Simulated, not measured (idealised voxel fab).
The document below concerns the process module designated voxel air gaps.
In the cross-section labelled cut, the width is 245 nm and each square cell is 5 nm.
Square cells in a grid make up a cross-section in this document, and the grid is given as bands, listed from the top down, each one or more rows of cells.
Heights first: top, then bottom, in nm. Then materials, left to right, each with a width in nm. "everywhere" on a single material: fills the band edge to edge. "air": empty space.
Height is counted from the level 0, under which the received wafer is composed throughout of one material. The lowest of the bands is not closed at the bottom but continues downward, in the notation "0 down".
Think of "30 to 40" as a width that walks from the first number to the second as you go down the band, top row to bottom row, taking equal-sized steps from row to row.
"nothing got changed" -> step changed no cross-section cell.
"Closed void catalog" specifies each empty space that is not open to the top and that occupies no fewer than 8 cells, using the form width x height at distance, the distance measured from the left edge and all three quantities in nm.
That trailing text on a step's line, after the settings, is the simulator's own remark on the step.
"overlay nm", when on a step's line for a step with a mask, measures how far to the right of its planned place the mask lay; a negative measure means to the left.
-- The planned process steps are enumerated hereunder
| 1 | RECEIVE with material Si |
| 2 | CONFORMAL_DEP with material SiO2, thk nm 10 |
| 3 | CONFORMAL_DEP with material SiN, thk nm 5 |
| 4 | DIRECTIONAL_DEP with material SiO2, thk nm 35 |
| 5 | PATTERN with tone open, mask id LINES, material resist, width nm 20, pitch nm 50, thk nm 20, overlay nm 0 |
| 6 | DIRECTIONAL_ETCH with etch materials SiO2, depth nm 35 |
| 7 | STRIP with etch materials resist |
| 8 | CONFORMAL_DEP with material TiN, thk nm 5 |
| 9 | FILL_DEP with material W, thk nm 10 |
| 10 | CMP with height nm 50 |
| 11 | EPI with material Ru, thk nm 10 |
| 12 | SELECTIVE_ETCH with etch materials SiO2, depth nm 45 |
| 13 | CONFORMAL_DEP with material SiN, thk nm 5 |
-- The first of a set of two wafers, run to plan
-- Cross-section of the wafer at receipt, which is the condition after step 1
- 0 down: Si everywhere
- Closed void catalog: none
-- Wafer xsec, post step 2
- 10 to 0: SiO2 everywhere
- Below a height of 0, the structure has not been altered.
-- Wafer xsec, post step 3
- 15 to 10: SiN everywhere
- Below a height of 10, the structure has not been altered.
-- Wafer xsec, post step 4
- 50 to 15: SiO2 everywhere
- Below a height of 15, the structure has not been altered.
-- Wafer xsec, post step 5
- 70 to 50: resist=60 / air=20 / resist=30 / air=20 / resist=30 / air=20 / resist=65
- Below a height of 50, the structure has not been altered.
-- Wafer xsec, post step 6
- 70 to 50: resist=60 / air=20 / resist=30 / air=20 / resist=30 / air=20 / resist=65
- 50 to 15: SiO2=60 / air=20 / SiO2=30 / air=20 / SiO2=30 / air=20 / SiO2=65
- Below a height of 15, the structure has not been altered.
-- Wafer xsec, post step 7
- 50 to 15: SiO2=60 / air=20 / SiO2=30 / air=20 / SiO2=30 / air=20 / SiO2=65
- Below a height of 15, the structure has not been altered.
-- Wafer xsec, post step 8
- 55 to 50: TiN=65 / air=10 / TiN=40 / air=10 / TiN=40 / air=10 / TiN=70
- 50 to 20: SiO2=60 / TiN=5 / air=10 / TiN=5 / SiO2=30 / TiN=5 / air=10 / TiN=5 / SiO2=30 / TiN=5 / air=10 / TiN=5 / SiO2=65
- 20 to 15: SiO2=60 / TiN=20 / SiO2=30 / TiN=20 / SiO2=30 / TiN=20 / SiO2=65
- Below a height of 15, the structure has not been altered.
-- Wafer xsec, post step 9
- 65 to 55: W everywhere
- 55 to 50: TiN=65 / W=10 / TiN=40 / W=10 / TiN=40 / W=10 / TiN=70
- 50 to 20: SiO2=60 / TiN=5 / W=10 / TiN=5 / SiO2=30 / TiN=5 / W=10 / TiN=5 / SiO2=30 / TiN=5 / W=10 / TiN=5 / SiO2=65
- Below a height of 20, the structure has not been altered.
-- Wafer xsec, post step 10
- 50 to 20: SiO2=60 / TiN=5 / W=10 / TiN=5 / SiO2=30 / TiN=5 / W=10 / TiN=5 / SiO2=30 / TiN=5 / W=10 / TiN=5 / SiO2=65
- Below a height of 20, the structure has not been altered.
-- Wafer xsec, post step 11
- 60 to 50: air=50 / Ru=40 / air=10 / Ru=40 / air=10 / Ru=40 / air=55
- Below a height of 50, the structure has not been altered.
-- Wafer xsec, post step 12
- 60 to 50: air=50 / Ru=40 / air=10 / Ru=40 / air=10 / Ru=40 / air=55
- 50 to 20: air=60 / TiN=5 / W=10 / TiN=5 / air=30 / TiN=5 / W=10 / TiN=5 / air=30 / TiN=5 / W=10 / TiN=5 / air=65
- 20 to 15: air=60 / TiN=20 / air=30 / TiN=20 / air=30 / TiN=20 / air=65
- Below a height of 15, the structure has not been altered.
-- Wafer xsec, post step 13
- 65 to 60: air=45 / SiN=150 / air=50
- 60 to 50: air=45 / SiN=5 / Ru=40 / SiN=10 / Ru=40 / SiN=10 / Ru=40 / SiN=5 / air=50
- 50 to 45: air=45 / SiN=15 / TiN=5 / W=10 / TiN=5 / SiN=30 / TiN=5 / W=10 / TiN=5 / SiN=30 / TiN=5 / W=10 / TiN=5 / SiN=15 / air=50
- 45 to 20: air=55 / SiN=5 / TiN=5 / W=10 / TiN=5 / SiN=5 / air=20 / SiN=5 / TiN=5 / W=10 / TiN=5 / SiN=5 / air=20 / SiN=5 / TiN=5 / W=10 / TiN=5 / SiN=5 / air=60
- 20 to 15: SiN=60 / TiN=20 / SiN=30 / TiN=20 / SiN=30 / TiN=20 / SiN=65
- Below a height of 15, the structure has not been altered.
- Closed void catalog: 20 x 25 at 85; 20 x 25 at 135
-- The Second Wafer: Common Origin and Plan, One Mistake in Execution, Identical to the First Through Step 1
-- At the planned end of step 2, the second wafer in cross-section
- 5 to 0: SiO2 everywhere
- Below a height of 0, the structure has not been altered.
-- At the planned end of step 3, the second wafer in cross-section
- 10 to 5: SiN everywhere
- Below a height of 5, the structure has not been altered.
-- At the planned end of step 4, the second wafer in cross-section
- 45 to 10: SiO2 everywhere
- Below a height of 10, the structure has not been altered.
-- At the planned end of step 5, the second wafer in cross-section
- 65 to 45: resist=60 / air=20 / resist=30 / air=20 / resist=30 / air=20 / resist=65
- Below a height of 45, the structure has not been altered.
-- At the planned end of step 6, the second wafer in cross-section
- 65 to 45: resist=60 / air=20 / resist=30 / air=20 / resist=30 / air=20 / resist=65
- 45 to 10: SiO2=60 / air=20 / SiO2=30 / air=20 / SiO2=30 / air=20 / SiO2=65
- Below a height of 10, the structure has not been altered.
-- At the planned end of step 7, the second wafer in cross-section
- 45 to 10: SiO2=60 / air=20 / SiO2=30 / air=20 / SiO2=30 / air=20 / SiO2=65
- Below a height of 10, the structure has not been altered.
-- At the planned end of step 8, the second wafer in cross-section
- 50 to 45: TiN=65 / air=10 / TiN=40 / air=10 / TiN=40 / air=10 / TiN=70
- 45 to 15: SiO2=60 / TiN=5 / air=10 / TiN=5 / SiO2=30 / TiN=5 / air=10 / TiN=5 / SiO2=30 / TiN=5 / air=10 / TiN=5 / SiO2=65
- 15 to 10: SiO2=60 / TiN=20 / SiO2=30 / TiN=20 / SiO2=30 / TiN=20 / SiO2=65
- Below a height of 10, the structure has not been altered.
-- At the planned end of step 9, the second wafer in cross-section
- 60 to 50: W everywhere
- 50 to 45: TiN=65 / W=10 / TiN=40 / W=10 / TiN=40 / W=10 / TiN=70
- 45 to 15: SiO2=60 / TiN=5 / W=10 / TiN=5 / SiO2=30 / TiN=5 / W=10 / TiN=5 / SiO2=30 / TiN=5 / W=10 / TiN=5 / SiO2=65
- Below a height of 15, the structure has not been altered.
-- At the planned end of step 10, the second wafer in cross-section
- 50 to 45: TiN=65 / W=10 / TiN=40 / W=10 / TiN=40 / W=10 / TiN=70
- Below a height of 45, the structure has not been altered.
-- At the planned end of step 11, the second wafer in cross-section
- 60 to 50: Ru everywhere
- Below a height of 50, the structure has not been altered.
At the planned end of step 12, the second wafer in cross-section: nothing got changed
-- At the planned end of step 13, the second wafer in cross-section
- 65 to 60: SiN everywhere
- Below a height of 60, the structure has not been altered.
Nonconformance to the process plan: step 2 ran as: CONFORMAL_DEP with material SiO2, thk nm 5
Upon completion, the second wafer contains, in terms of cells, a greater or smaller amount of certain materials than the first wafer: 50 more of Ru, 78 fewer of SiN, 210 more of SiO2, 43 more of TiN, 6 more of W
Final closed voids: first wafer 2, second wafer 0.
